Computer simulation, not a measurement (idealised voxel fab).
process module | voxel wiring stack
cross-section cut | 210 nm wide | cells 5 nm
A cross-section is a grid of square cells, given in bands from the top down. A band is one or more rows of cells.
Each band's line starts with the height of the band's top and of its bottom, in nm. Then come its materials from left to right, each with its width in nm. One material with "throughout" fills the band from edge to edge. "air" is empty space.
Height 0 is the level under which the wafer as received is all one material. The lowest band goes on downwards, as in "0 down".
A width such as "30 to 40" changes by the same amount from each row of cells to the next, from the band's top row to its bottom row.
"no change" after a step means that no cell of the cross-section changed.
closed voids: empty space of 8 cells or more with no open way to the top, each as width x height at its distance from the left edge, in nm
after a step's settings: what the simulator itself notes on the step
overlay nm, on a step with a mask: how far to the right of its planned place the mask lay; to the left if negative
plan
1 op RECEIVE | material Si
2 op CONFORMAL_DEP | material SiO2 | thk nm 15
3 op DIRECTIONAL_DEP | material TiN | thk nm 5
4 op DIRECTIONAL_DEP | material W | thk nm 20
5 op MASKED_ETCH | tone cover | mask id METAL_1 | width nm 20 | pitch nm 35 | etch materials W | depth nm 20 | overlay nm 0
6 op MASKED_ETCH | tone cover | mask id METAL_1 | width nm 20 | pitch nm 35 | etch materials TiN | depth nm 5 | overlay nm 0
7 op CONFORMAL_DEP | material SiN | thk nm 5
8 op FILL_DEP | material SiO2 | thk nm 5
9 op CMP | height nm 40
10 op CONFORMAL_DEP | material SiCN | thk nm 5
11 op DIRECTIONAL_DEP | material SiO2 | thk nm 35
12 op MASKED_ETCH | tone open | mask id METAL_2 | width nm 20 | pitch nm 35 | etch materials SiO2 | depth nm 20 | overlay nm 0
13 op MASKED_ETCH | tone open | mask id METAL_2_HOLES | width nm 15 | etch materials SiO2 | depth nm 15 | overlay nm 0
14 op MASKED_ETCH | tone open | mask id METAL_2_HOLES | width nm 15 | etch materials SiCN | depth nm 5 | overlay nm 0
15 op CONFORMAL_DEP | material TiN | thk nm 5
16 op FILL_DEP | material Cu | thk nm 5
17 op CMP | height nm 80
18 op CONFORMAL_DEP | material SiCN | thk nm 5
19 op DIRECTIONAL_DEP | material SiO2 | thk nm 10
20 op MASKED_ETCH | tone open | mask id PLUG_2 | width nm 15 | pitch nm 35 | etch materials SiO2 | depth nm 10 | overlay nm 0
21 op MASKED_ETCH | tone open | mask id PLUG_2 | width nm 15 | pitch nm 35 | etch materials SiCN | depth nm 5 | overlay nm 0
22 op EPI | material Ru | thk nm 10
23 op EPI | material Ru | thk nm 5
24 op CONFORMAL_DEP | material SiN | thk nm 5
25 op DIRECTIONAL_DEP | material SiO2 | thk nm 15
26 op PATTERN | tone open | mask id METAL_3 | material resist | width nm 20 | pitch nm 35 | thk nm 20 | overlay nm 0
27 op DIRECTIONAL_ETCH | etch materials SiO2 | depth nm 15
28 op DIRECTIONAL_ETCH | etch materials SiN | depth nm 5
29 op STRIP | etch materials resist
30 op CONFORMAL_DEP | material TiN | thk nm 5
31 op FILL_DEP | material W | thk nm 10
32 op CMP | height nm 115
33 op CONFORMAL_DEP | material SiCN | thk nm 5
34 op DIRECTIONAL_DEP | material SiO2 | thk nm 35
35 op PATTERN | tone open | mask id METAL_4 | material resist | width nm 20 | pitch nm 35 | thk nm 20 | overlay nm 0
36 op DIRECTIONAL_ETCH | etch materials SiO2 | depth nm 20
37 op STRIP | etch materials resist
38 op DIRECTIONAL_DEP | material aC | thk nm 10
39 op PATTERN | tone open | mask id METAL_4_HOLES | material resist | width nm 15 | pitch nm 35 | thk nm 25 | overlay nm 0
40 op DIRECTIONAL_ETCH | etch materials aC | depth nm 10
41 op STRIP | etch materials resist
42 op DIRECTIONAL_ETCH | etch materials SiO2 | depth nm 15
43 op DIRECTIONAL_ETCH | etch materials SiCN | depth nm 5
44 op STRIP | etch materials aC
45 op CONFORMAL_DEP | material TiN | thk nm 5
46 op FILL_DEP | material Cu | thk nm 10
47 op CMP | height nm 155
48 op CONFORMAL_DEP | material SiCN | thk nm 5
as received, after step 1
  0 down: Si throughout
  closed voids: none
a wafer at the end: this start, this plan, one mistake
  160 to 155: SiCN throughout
  155 to 140: SiO2 70 | TiN 5 | Cu 10 | TiN 5 | SiO2 15 | TiN 5 | Cu 10 | TiN 5 | SiO2 85
  140 to 135: SiO2 70 | TiN 10 | Cu 5 | TiN 5 | SiO2 15 | TiN 10 | Cu 5 | TiN 5 | SiO2 85
  135 to 120: SiO2 75 | TiN 5 | Cu 5 | TiN 5 | SiO2 20 | TiN 5 | Cu 5 | TiN 5 | SiO2 85
  120 to 115: SiCN 75 | TiN 15 | SiCN 20 | TiN 15 | SiCN 85
  115 to 100: SiO2 75 | TiN 5 | W 10 | TiN 5 | SiO2 15 | TiN 5 | W 10 | TiN 5 | SiO2 80
  100 to 95: SiN 75 | TiN 20 | SiN 15 | TiN 20 | SiN 80
  95 to 85: SiO2 75 | Ru 15 | SiO2 20 | Ru 15 | SiO2 85
  85 to 80: SiCN 75 | Ru 15 | SiCN 20 | Ru 15 | SiCN 85
  80 to 65: SiO2 75 | TiN 5 | Cu 10 | TiN 5 | SiO2 15 | TiN 5 | Cu 10 | TiN 5 | SiO2 80
  65 to 60: SiO2 75 | TiN 5 | Cu 5 | TiN 10 | SiO2 15 | TiN 20 | SiO2 80
  60 to 45: SiO2 75 | TiN 5 | Cu 5 | TiN 5 | SiO2 120
  45 to 40: SiCN 75 | TiN 15 | SiCN 120
  40 to 20: SiO2 70 | SiN 5 | W 20 | SiN 5 | SiO2 5 | SiN 5 | W 20 | SiN 5 | SiO2 75
  20 to 15: SiN 75 | TiN 20 | SiN 15 | TiN 20 | SiN 80
  15 to 0: SiO2 throughout
  0 down: Si throughout
  closed voids: none
what went wrong: step 35 ran as: op PATTERN | tone open | mask id METAL_4 | material resist | width nm 20 | pitch nm 35 | thk nm 20 | overlay nm -5
